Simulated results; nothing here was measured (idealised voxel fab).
Documented hereafter: the process module known as voxel ribs on slabs.
Cross-sectional view cut (width: 260 nm; square cell size: 5 nm).
We lay out every cross-section as a grid of square cells and spell it out in bands from the top down, where one band means one or more rows of cells.
This entry defines a band. It first specifies the height of the band's top and the height of its bottom in nm, and then specifies the band's materials from left to right, stating each material with its width in nm. The word "throughout" identifies a single material that fills the band from edge to edge, while the word "empty" identifies empty space.
Basically, 0 is our baseline, since under it the wafer straight out of the box is all one material. The bottom band has no lower end and keeps on going down, so it looks like "z 0 and below".
A width given as "30->40" starts at the first number in the band's top row and ends at the second number in its bottom row, shifting by an equal amount at every step from row to row.
"same as before" (step): cross-section cells unchanged, all of them.
"Sealed void list" contains a list of empty spaces, each no smaller than 8 cells and without an open way to the top, written in the form width x height at distance with the distance from the left edge and all three in nm.
If you see something after the settings on a step's line, that's the simulator's own remark about that step.
overlay nm: right-of-plan distance of the mask on a masked step; negative values mean left-of-plan.

THE PROCESS STEPS THAT WERE PLANNED ARE LISTED BELOW
| 1 | RECEIVE: material Si |
| 2 | DIRECTIONAL_DEP: material SiO2, thk nm 25 |
| 3 | DIRECTIONAL_DEP: material polySi, thk nm 25 |
| 4 | MASKED_ETCH: tone cover, mask id RIB, width nm 25, etch materials polySi, depth nm 20, overlay nm 0 |
| 5 | PATTERN: tone cover, mask id SLAB, material resist, width nm 65, thk nm 20, overlay nm 0 |
| 6 | DIRECTIONAL_ETCH: etch materials polySi, depth nm 5 |
| 7 | STRIP: etch materials resist |
| 8 | FILL_DEP: material SiO2, thk nm 30 |
| 9 | CMP: height nm 70 |
| 10 | DIRECTIONAL_DEP: material TiN, thk nm 5 |
| 11 | DIRECTIONAL_DEP: material aC, thk nm 15 |
| 12 | PATTERN: tone cover, mask id HEATER, material resist, width nm 35, thk nm 35, overlay nm 0 |
| 13 | DIRECTIONAL_ETCH: etch materials aC, depth nm 5 |
| 14 | STRIP: etch materials resist |
| 15 | DIRECTIONAL_ETCH: etch materials TiN, depth nm 5 |
| 16 | STRIP: etch materials aC |
| 17 | CONFORMAL_DEP: material SiO2, thk nm 10 |
The plan shows the depth nm of step 13 as the first wafer had it; this setting differs between the wafers, which start out alike.

CROSS-SECTION OF THE FIRST INCOMING WAFER OF SEVERAL, STATE AFTER STEP 1
- z 0 and below: Si throughout
- Sealed void list: none

CROSS-SECTION, FIRST OF SEVERAL WAFERS, END OF MODULE, AFTER LAST STEP 17
- z 85 to 75: SiO2 throughout
- z 75 to 70: TiN throughout
- z 70 to 50: SiO2 throughout
- z 50 to 30: SiO2=115; polySi=25; SiO2=120
- z 30 to 25: SiO2=95; polySi=65; SiO2=100
- z 25 to 0: SiO2 throughout
- z 0 and below: Si throughout
- Sealed void list: none

HERE WE CROSS-SECTIONED THE LAST OF THE WAFERS ONCE THE MODULE WAS DONE
- z 85 to 80: empty=100; SiO2=55; empty=105
- z 80 to 75: SiO2 throughout
- z 75 to 70: SiO2=110; TiN=35; SiO2=115
- z 70 to 50: SiO2 throughout
- z 50 to 30: SiO2=115; polySi=25; SiO2=120
- z 30 to 25: SiO2=95; polySi=65; SiO2=100
- z 25 to 0: SiO2 throughout
- z 0 and below: Si throughout
- Sealed void list: none

SO IN THIS TABLE EVERY WAFER GETS ITS OWN ROW, AND WHAT YOU SEE IS WHERE IT STANDS AT THE END OF THE MODULE: FOR EACH MATERIAL, HOW MANY CELLS IT PICKED UP (+) OR GAVE UP (-) SINCE WE RECEIVED IT, AND AFTER THAT ITS CLOSED VOIDS
depth nm 5 | +799 SiO2 | +52 TiN | +33 polySi | Sealed void list: none
depth nm 10 | +799 SiO2 | +52 TiN | +33 polySi | Sealed void list: none
depth nm 15 | +803 SiO2 | +7 TiN | +33 polySi | Sealed void list: none
depth nm 20 | +803 SiO2 | +7 TiN | +33 polySi | Sealed void list: none
depth nm 25 | +803 SiO2 | +7 TiN | +33 polySi | Sealed void list: none
depth nm 30 | +803 SiO2 | +7 TiN | +33 polySi | Sealed void list: none
